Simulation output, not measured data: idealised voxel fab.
process module | voxel self aligned contacts
cross-section cut | 230 nm wide | cells 5 nm
A cross-section is a grid of square cells, given in bands from the top down. A band is one or more rows of cells.
Each band's line starts with the height of the band's top and of its bottom, in nm. Then come its materials from left to right, each with its width in nm. One material with "throughout" fills the band from edge to edge. "air" is empty space.
Height 0 is the level under which the wafer as received is all one material. The lowest band goes on downwards, as in "0 down".
A width such as "30 to 40" changes by the same amount from each row of cells to the next, from the band's top row to its bottom row.
"no change" after a step means that no cell of the cross-section changed.
closed voids: empty space of 8 cells or more with no open way to the top, each as width x height at its distance from the left edge, in nm
after a step's settings: what the simulator itself notes on the step
overlay nm, on a step with a mask: how far to the right of its planned place the mask lay; to the left if negative
plan
1 op RECEIVE | material Si
2 op OXIDIZE | depth nm 5
3 op DIRECTIONAL_DEP | material polySi | thk nm 30
4 op DIRECTIONAL_DEP | material SiN | thk nm 20
5 op DIRECTIONAL_DEP | material aC | thk nm 15
6 op PATTERN | tone cover | mask id GATE | material resist | width nm 25 | pitch nm 50 | thk nm 30 | overlay nm 0
7 op DIRECTIONAL_ETCH | etch materials aC | depth nm 15
8 op STRIP | etch materials resist
9 op DIRECTIONAL_ETCH | etch materials SiN | depth nm 20
10 op DIRECTIONAL_ETCH | etch materials polySi | depth nm 30
11 op STRIP | etch materials aC
12 op CONFORMAL_DEP | material SiN | thk nm 5
13 op DIRECTIONAL_ETCH | etch materials SiN | depth nm 5
14 op FILL_DEP | material SiO2 | thk nm 20
15 op CMP | height nm 60
16 op PATTERN | tone open | mask id CONTACT | material resist | width nm 25 | thk nm 15 | overlay nm 0
17 op DIRECTIONAL_ETCH | etch materials SiO2 | depth nm 65
18 op STRIP | etch materials resist
19 op CONFORMAL_DEP | material TiN | thk nm 5
20 op FILL_DEP | material Ru | thk nm 5
21 op CMP | height nm 60
22 op CONFORMAL_DEP | material SiCN | thk nm 5
varied across the wafers: width nm of step 16. The plan shows the first wafer's value. All wafers start alike
first wafer as received, after step 1
  0 down: Si throughout
  closed voids: none
first wafer at the end, after step 22
  65 to 60: SiCN throughout
  60 to 50: SiO2 100 | TiN 5 to 10 | Ru 15 to 5 | TiN 5 to 10 | SiO2 105
  50 to 30: SiO2 70 | SiN 35 | TiN 5 | Ru 5 | TiN 5 | SiN 35 | SiO2 75
  30 to 0: SiO2 70 | SiN 5 | polySi 25 | SiN 5 | TiN 5 | Ru 5 | TiN 5 | SiN 5 | polySi 25 | SiN 5 | SiO2 75
  0 to -5: SiO2 105 | TiN 15 | SiO2 110
  -5 down: Si throughout
  closed voids: none
last wafer at the end
  65 to 60: SiCN throughout
  60 to 50: SiO2 90 | TiN 5 to 20 | Ru 40 to 5 | TiN 5 to 25 | SiO2 90
  50 to 30: SiO2 70 | SiN 35 | TiN 5 | Ru 5 | TiN 5 | SiN 35 | SiO2 75
  30 to 0: SiO2 70 | SiN 5 | polySi 25 | SiN 5 | TiN 5 | Ru 5 | TiN 5 | SiN 5 | polySi 25 | SiN 5 | SiO2 75
  0 to -5: SiO2 105 | TiN 15 | SiO2 110
  -5 down: Si throughout
  closed voids: none
each wafer at the end: cells of each material gained (+) or lost (-) since it was received, then its closed voids
width nm 25 | +14 Ru | -46 Si | +46 SiCN | +80 SiN | +415 SiO2 | +29 TiN | +60 polySi | closed voids: none
width nm 30 | +15 Ru | -46 Si | +46 SiCN | +80 SiN | +413 SiO2 | +30 TiN | +60 polySi | closed voids: none
width nm 35 | +16 Ru | -46 Si | +46 SiCN | +80 SiN | +411 SiO2 | +31 TiN | +60 polySi | closed voids: none
width nm 40 | +17 Ru | -46 Si | +46 SiCN | +80 SiN | +409 SiO2 | +32 TiN | +60 polySi | closed voids: none
width nm 45 | +18 Ru | -46 Si | +46 SiCN | +80 SiN | +407 SiO2 | +33 TiN | +60 polySi | closed voids: none
width nm 50 | +19 Ru | -46 Si | +46 SiCN | +80 SiN | +405 SiO2 | +34 TiN | +60 polySi | closed voids: none
